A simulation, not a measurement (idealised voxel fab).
Process module heading - voxel spacer lines
It is cross-section cut that appears here, measuring 255 nm in width, its square cells being 5 nm in size.
Notation: cross-section as square-cell grid; stated in bands, top first, going down; one or more cell rows per band. Top height, bottom height, nm. Materials left to right, width each, nm. Single material + "everywhere" = fills band edge to edge. "empty" = empty. The reference from which all heights are counted is 0, the level beneath which the as-received wafer is entirely one material; the lowest band, having no lower bound, proceeds downward and is written after the example "0 nm and below". Width "30->40": first value at the band's top row of cells, second value at its bottom row, equal change from row to row. It should be understood that the words "stayed the same", when stated for a given step, signify that the cross-section underwent no change in any of its cells during that step. "Sealed voids" - sealed voids, min. 8 cells, no opening to top; format: width x height at distance (distance from left edge; nm throughout). Text after the settings on a step's line: the simulator's own remark on that step. overlay nm: mask offset rightward from planned place, masked step; negative means leftward offset.
Intended process steps
1: RECEIVE [material Si]
2: CONFORMAL_DEP [material Al2O3] [thk nm 5]
3: DIRECTIONAL_DEP [material SiN] [thk nm 10]
4: DIRECTIONAL_DEP [material aC] [thk nm 25]
5: PATTERN [tone cover] [mask id MANDREL] [material resist] [width nm 20] [pitch nm 60] [thk nm 35] [overlay nm 0]
6: DIRECTIONAL_ETCH [etch materials aC] [depth nm 25]
7: STRIP [etch materials resist]
8: CONFORMAL_DEP [material SiO2] [thk nm 10]
9: DIRECTIONAL_ETCH [etch materials SiO2] [depth nm 10]
10: STRIP [etch materials aC]
11: DIRECTIONAL_ETCH [etch materials SiN] [depth nm 10]
12: STRIP [etch materials SiO2]
13: FILL_DEP [material SiO2] [thk nm 10]
14: CMP [height nm 15]
Cross-sectional view of the wafer in its as-received condition, corresponding to the state after step 1
0 nm and below: Si everywhere
Sealed voids: none
Cross-sectional image of the first of two wafers at the end of the module, the run having proceeded as planned
15 nm to 5 nm: SiO2 (45)  SiN (10)  SiO2 (20)  SiN (10)  SiO2 (20)  SiN (10)  SiO2 (20)  SiN (10)  SiO2 (20)  SiN (10)  SiO2 (20)  SiN (10)  SiO2 (50)
5 nm to 0 nm: Al2O3 everywhere
0 nm and below: Si everywhere
Sealed voids: none
Second wafer of the two, sectioned at the end of the module. It began like the first and followed the same plan, but one mistake was made while running it
10 nm to 5 nm: SiO2 (45)  SiN (10)  SiO2 (20)  SiN (10)  SiO2 (20)  SiN (10)  SiO2 (20)  SiN (10)  SiO2 (20)  SiN (10)  SiO2 (20)  SiN (10)  SiO2 (50)
5 nm to 0 nm: Al2O3 everywhere
0 nm and below: Si everywhere
Sealed voids: none
It is concluded that the wafer was processed incorrectly with respect to the plan, in that it should be noted that step 14 was executed with settings other than those planned, the operation and settings actually applied being CMP [height nm 10]
Heads up, by the end the second wafer has more or fewer cells of some materials compared to the first: SiN: 12 fewer; SiO2: 39 fewer
